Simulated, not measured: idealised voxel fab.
The process module presented herein is designated voxel transistor to metal.
This is section cut - it's 185 nm across, gridded in 5 nm square cells.
If you're reading a cross-section in this doc, picture square cells in a grid; it comes to you as bands, top ones listed first down to the bottom, and a band can be one or more rows of cells. Look at the band entry: it leads with the top's height and the bottom's height in nm. Then it lists the materials left to right, with a width in nm for each. The word "throughout" on a single material says that material fills the band edge to edge. The word "empty" is empty space. A quick word on heights: they are counted from 0, and under that level the wafer as it came to us is one material throughout. The lowest band is different from the rest in having no bottom; it simply continues downward, written as in "z 0 and below". The two numbers in a width such as "30 to 40" mark its ends across the band: the first belongs to the top row of cells, the second to the bottom row, and from each row to the next the width moves by the same amount. A step reported as "no alteration" is a step in which no cell of the cross-section changed. Any empty space of 8 cells or more lacking an open way to the top shows up in "Enclosed internal cavities" as width x height at distance, distance from the left edge, in nm. Note: text after step settings on the step line = simulator remark on that step. "overlay nm" denotes, for a step that has a mask, the displacement of the mask to the right of its planned place, with negative values corresponding to the left.
### So here's the lineup of process steps we planned
step 1: RECEIVE [material Si]
step 2: OXIDIZE [depth nm 5]
step 3: CONFORMAL_DEP [material SiN] [thk nm 10]
step 4: DIRECTIONAL_DEP [material aC] [thk nm 15]
step 5: PATTERN [tone cover] [mask id ACTIVE] [material resist] [width nm 110] [thk nm 30] [overlay nm 0]
step 6: DIRECTIONAL_ETCH [etch materials aC] [depth nm 15]
step 7: STRIP [etch materials resist]
step 8: DIRECTIONAL_ETCH [etch materials SiN] [depth nm 10]
step 9: DIRECTIONAL_ETCH [etch materials SiO2] [depth nm 5]
step 10: DIRECTIONAL_ETCH [etch materials Si] [depth nm 30]
step 11: STRIP [etch materials aC]
step 12: FILL_DEP [material SiO2] [thk nm 15]
step 13: CMP [height nm 10]
step 14: SELECTIVE_ETCH [etch materials SiO2] [depth nm 10]
step 15: STRIP [etch materials SiN]
step 16: SELECTIVE_ETCH [etch materials SiO2] [depth nm 5]
step 17: OXIDIZE [depth nm 5]
step 18: DIRECTIONAL_DEP [material polySi] [thk nm 20]
step 19: DIRECTIONAL_DEP [material SiCN] [thk nm 10]
step 20: MASKED_ETCH [tone cover] [mask id GATE] [width nm 30] [etch materials SiCN] [depth nm 20] [overlay nm 0]
step 21: MASKED_ETCH [tone cover] [mask id GATE] [width nm 30] [etch materials polySi] [depth nm 30] [overlay nm 0]
step 22: CONFORMAL_DEP [material SiO2] [thk nm 5]
step 23: DIRECTIONAL_ETCH [etch materials SiO2] [depth nm 5]
step 24: CONFORMAL_DEP [material SiN] [thk nm 5]
step 25: DIRECTIONAL_ETCH [etch materials SiN] [depth nm 5]
step 26: DIRECTIONAL_ETCH [etch materials SiO2] [depth nm 5]
step 27: DIRECTIONAL_ETCH [etch materials Si] [depth nm 10]
step 28: EPI [material nSi] [thk nm 15]
step 29: FILL_DEP [material SiO2] [thk nm 5]
step 30: CMP [height nm 15]
step 31: STRIP [etch materials polySi]
step 32: SELECTIVE_ETCH [etch materials SiO2] [depth nm 5]
step 33: CONFORMAL_DEP [material HfO2] [thk nm 5]
step 34: CONFORMAL_DEP [material TiN] [thk nm 5]
step 35: FILL_DEP [material W] [thk nm 10]
step 36: CMP [height nm 10]
step 37: DIRECTIONAL_DEP [material SiO2] [thk nm 10]
step 38: DIRECTIONAL_DEP [material aC] [thk nm 10]
step 39: PATTERN [tone open] [mask id CONTACT] [material resist] [width nm 15] [pitch nm 75] [thk nm 30] [overlay nm 0]
step 40: DIRECTIONAL_ETCH [etch materials aC] [depth nm 10]
step 41: STRIP [etch materials resist]
step 42: DIRECTIONAL_ETCH [etch materials SiO2] [depth nm 25]
step 43: STRIP [etch materials aC]
step 44: CONFORMAL_DEP [material TiN] [thk nm 5]
step 45: FILL_DEP [material Ru] [thk nm 10]
step 46: CMP [height nm 20]
step 47: CONFORMAL_DEP [material SiN] [thk nm 5]
step 48: DIRECTIONAL_DEP [material lowk] [thk nm 25]
step 49: MASKED_ETCH [tone open] [mask id METAL_1] [width nm 15] [pitch nm 75] [etch materials lowk] [depth nm 25] [overlay nm 0]
step 50: MASKED_ETCH [tone open] [mask id METAL_1] [width nm 15] [pitch nm 75] [etch materials SiN] [depth nm 5] [overlay nm 0]
step 51: CONFORMAL_DEP [material TiN] [thk nm 5]
step 52: FILL_DEP [material Ru] [thk nm 10]
step 53: CMP [height nm 50]
step 54: EPI [material Ru] [thk nm 5]
step 55: FILL_DEP [material SiCN] [thk nm 5]
step 56: DIRECTIONAL_DEP [material lowk] [thk nm 30]
step 57: PATTERN [tone open] [mask id METAL_2] [material resist] [width nm 15] [pitch nm 75] [thk nm 15] [overlay nm 0]
step 58: DIRECTIONAL_ETCH [etch materials lowk] [depth nm 20]
step 59: STRIP [etch materials resist]
step 60: MASKED_ETCH [tone open] [mask id METAL_2_HOLES] [width nm 15] [pitch nm 75] [etch materials lowk] [depth nm 10] [overlay nm 0]
step 61: MASKED_ETCH [tone open] [mask id METAL_2_HOLES] [width nm 15] [pitch nm 75] [etch materials SiCN] [depth nm 5] [overlay nm 0]
step 62: CONFORMAL_DEP [material TiN] [thk nm 5]
step 63: FILL_DEP [material Cu] [thk nm 10]
step 64: CMP [height nm 90]
step 65: CONFORMAL_DEP [material SiN] [thk nm 5]
### Here's what the wafer looked like in cross-section when it arrived - that's after step 1
* z 0 and below | Si throughout
* Enclosed internal cavities: none
### The first of the two wafers as seen in cross-section once the module was finished; processing followed the plan
* z 95 to 90 | SiN throughout
* z 90 to 60 | 45 nm lowk | 5 nm TiN | 5 nm Cu | 5 nm TiN | 60 nm lowk | 5 nm TiN | 5 nm Cu | 5 nm TiN | 50 nm lowk
* z 60 to 55 | 45 nm SiCN | 15 nm TiN | 60 nm SiCN | 15 nm TiN | 50 nm SiCN
* z 55 to 50 | 40 nm SiCN | 25 nm Ru | 50 nm SiCN | 25 nm Ru | 45 nm SiCN
* z 50 to 25 | 45 nm lowk | 5 nm TiN | 5 nm Ru | 5 nm TiN | 60 nm lowk | 5 nm TiN | 5 nm Ru | 5 nm TiN | 50 nm lowk
* z 25 to 20 | 45 nm SiN | 15 nm TiN | 60 nm SiN | 15 nm TiN | 50 nm SiN
* z 20 to 10 | 45 nm SiO2 | 5 nm TiN | 5 nm Ru | 5 nm TiN | 60 nm SiO2 | 5 nm TiN | 5 nm Ru | 5 nm TiN | 50 nm SiO2
* z 10 to 5 | 45 nm SiO2 | 15 nm TiN | 5 nm SiO2 | 5 nm SiN | 5 nm HfO2 | 5 nm TiN | 20 nm W | 5 nm TiN | 5 nm HfO2 | 5 nm SiN | 5 nm SiO2 | 15 nm TiN | 50 nm SiO2
* z 5 to 0 | 45 nm SiO2 | 5 nm TiN | 15 nm nSi | 5 nm SiN | 5 nm HfO2 | 5 nm TiN | 20 nm W | 5 nm TiN | 5 nm HfO2 | 5 nm SiN | 15 nm nSi | 5 nm TiN | 50 nm SiO2
* z 0 to -5 | 45 nm SiO2 | 5 nm TiN | 15 nm nSi | 5 nm SiN | 5 nm HfO2 | 30 nm TiN | 5 nm HfO2 | 5 nm SiN | 15 nm nSi | 5 nm TiN | 50 nm SiO2
* z -5 to -10 | 30 nm SiO2 | 35 nm nSi | 5 nm SiO2 | 40 nm HfO2 | 5 nm SiO2 | 35 nm nSi | 35 nm SiO2
* z -10 to -20 | 35 nm SiO2 | 30 nm nSi | 50 nm Si | 30 nm nSi | 40 nm SiO2
* z -20 to -35 | 35 nm SiO2 | 110 nm Si | 40 nm SiO2
* z -35 and below | Si throughout
* Enclosed internal cavities: none
### Wafer two cross-section, module end. Start and plan unchanged from wafer one; one mistake made during the run
* z 95 to 90 | SiN throughout
* z 90 to 60 | 45 nm lowk | 5 nm TiN | 5 nm Cu | 5 nm TiN | 60 nm lowk | 5 nm TiN | 5 nm Cu | 5 nm TiN | 50 nm lowk
* z 60 to 55 | 45 nm SiCN | 15 nm TiN | 60 nm SiCN | 15 nm TiN | 50 nm SiCN
* z 55 to 50 | 35 nm SiCN | 35 nm Ru | 40 nm SiCN | 35 nm Ru | 40 nm SiCN
* z 50 to 30 | 40 nm lowk | 5 nm TiN | 15 nm Ru | 5 nm TiN | 50 nm lowk | 5 nm TiN | 15 nm Ru | 5 nm TiN | 45 nm lowk
* z 30 to 25 | 40 nm lowk | 10 nm TiN | 5 nm Ru | 10 nm TiN | 50 nm lowk | 10 nm TiN | 5 nm Ru | 10 nm TiN | 45 nm lowk
* z 25 to 20 | 45 nm SiN | 15 nm TiN | 60 nm SiN | 15 nm TiN | 50 nm SiN
* z 20 to 10 | 45 nm SiO2 | 5 nm TiN | 5 nm Ru | 5 nm TiN | 60 nm SiO2 | 5 nm TiN | 5 nm Ru | 5 nm TiN | 50 nm SiO2
* z 10 to 5 | 45 nm SiO2 | 15 nm TiN | 5 nm SiO2 | 5 nm SiN | 5 nm HfO2 | 5 nm TiN | 20 nm W | 5 nm TiN | 5 nm HfO2 | 5 nm SiN | 5 nm SiO2 | 15 nm TiN | 50 nm SiO2
* z 5 to 0 | 45 nm SiO2 | 5 nm TiN | 15 nm nSi | 5 nm SiN | 5 nm HfO2 | 5 nm TiN | 20 nm W | 5 nm TiN | 5 nm HfO2 | 5 nm SiN | 15 nm nSi | 5 nm TiN | 50 nm SiO2
* z 0 to -5 | 45 nm SiO2 | 5 nm TiN | 15 nm nSi | 5 nm SiN | 5 nm HfO2 | 30 nm TiN | 5 nm HfO2 | 5 nm SiN | 15 nm nSi | 5 nm TiN | 50 nm SiO2
* z -5 to -10 | 30 nm SiO2 | 35 nm nSi | 5 nm SiO2 | 40 nm HfO2 | 5 nm SiO2 | 35 nm nSi | 35 nm SiO2
* z -10 to -20 | 35 nm SiO2 | 30 nm nSi | 50 nm Si | 30 nm nSi | 40 nm SiO2
* z -20 to -35 | 35 nm SiO2 | 110 nm Si | 40 nm SiO2
* z -35 and below | Si throughout
* Enclosed internal cavities: none
Deviation from plan: step 49 ran with different settings than intended, the actual operation and settings being MASKED_ETCH [tone open] [mask id METAL_1] [width nm 25] [pitch nm 75] [etch materials lowk] [depth nm 25] [overlay nm 0]
at the end the second wafer has, in cells: 20 more of Ru, 4 fewer of SiCN, 4 more of TiN, 20 fewer of lowk
